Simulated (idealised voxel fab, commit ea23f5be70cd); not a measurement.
Presented below is a process module, voxel lift off.
In the cross-section labelled cut, the width is 200 nm and each square cell is 5 nm.
Cross-section spec: square-cell grid; bands listed top down; each band is one or more rows. Each band's line starts with the height of the band's top and of its bottom, in nm. Then come its materials from left to right, each with its width in nm. One material with "full width" fills the band from edge to edge. "blank" is empty space. Basically, 0 is our baseline, since under it the wafer straight out of the box is all one material. The bottom band has no lower end and keeps on going down, so it looks like "0..down". Quick explanation for "30..40": the width changes in equal steps down the rows of cells, from the first number in the band's top row to the second number in its bottom row. Given "nothing got changed" for a step, no cell of the cross-section differs between before and after that step. Empty spaces without an open route to the top, at least 8 cells in extent, make up the entry "Unvented voids"; each is given as width x height at distance, where the distance is measured from the left edge, and all are in nm. That trailing text on a step's line, after the settings, is the simulator's own remark on the step. The "overlay nm" setting may appear on a step's line; for a step that uses a mask, it gives how far to the right of its planned position the mask lay, and a negative value indicates the left.

### List of planned process steps
- 1: RECEIVE,material Si
- 2: CONFORMAL_DEP,material SiN,thk nm 10
- 3: PATTERN,tone open,mask id LINES,material resist,width nm 15,pitch nm 40,thk nm 30,overlay nm 0
- 4: DIRECTIONAL_DEP,material Ru,thk nm 15
- 5: STRIP,etch materials resist
- 6: CONFORMAL_DEP,material SiO2,thk nm 10

### Step 1 complete: cross-section of the wafer as received
0..down | Si full width
Unvented voids: none

### Cross-section, first of two wafers, end of module, run as planned
35..25 | 60 blank, then 35 SiO2, then 5 blank, then 35 SiO2, then 65 blank
25..20 | 60 blank, then 10 SiO2, then 15 Ru, then 10 SiO2, then 5 blank, then 10 SiO2, then 15 Ru, then 10 SiO2, then 65 blank
20..10 | 70 SiO2, then 15 Ru, then 25 SiO2, then 15 Ru, then 75 SiO2
10..0 | SiN full width
0..down | Si full width
Unvented voids: none

### Module end: cross-section of wafer two of two. Same start and process plan as the first wafer. One mistake during execution
25..10 | 70 blank, then 15 Ru, then 25 blank, then 15 Ru, then 75 blank
10..0 | SiN full width
0..down | Si full width
Unvented voids: none
Misprocessing identified: step 6 of the plan was excluded from execution and never run
FYI, end of process, the second wafer has more or fewer cells of some materials than the first: 104 fewer of SiO2
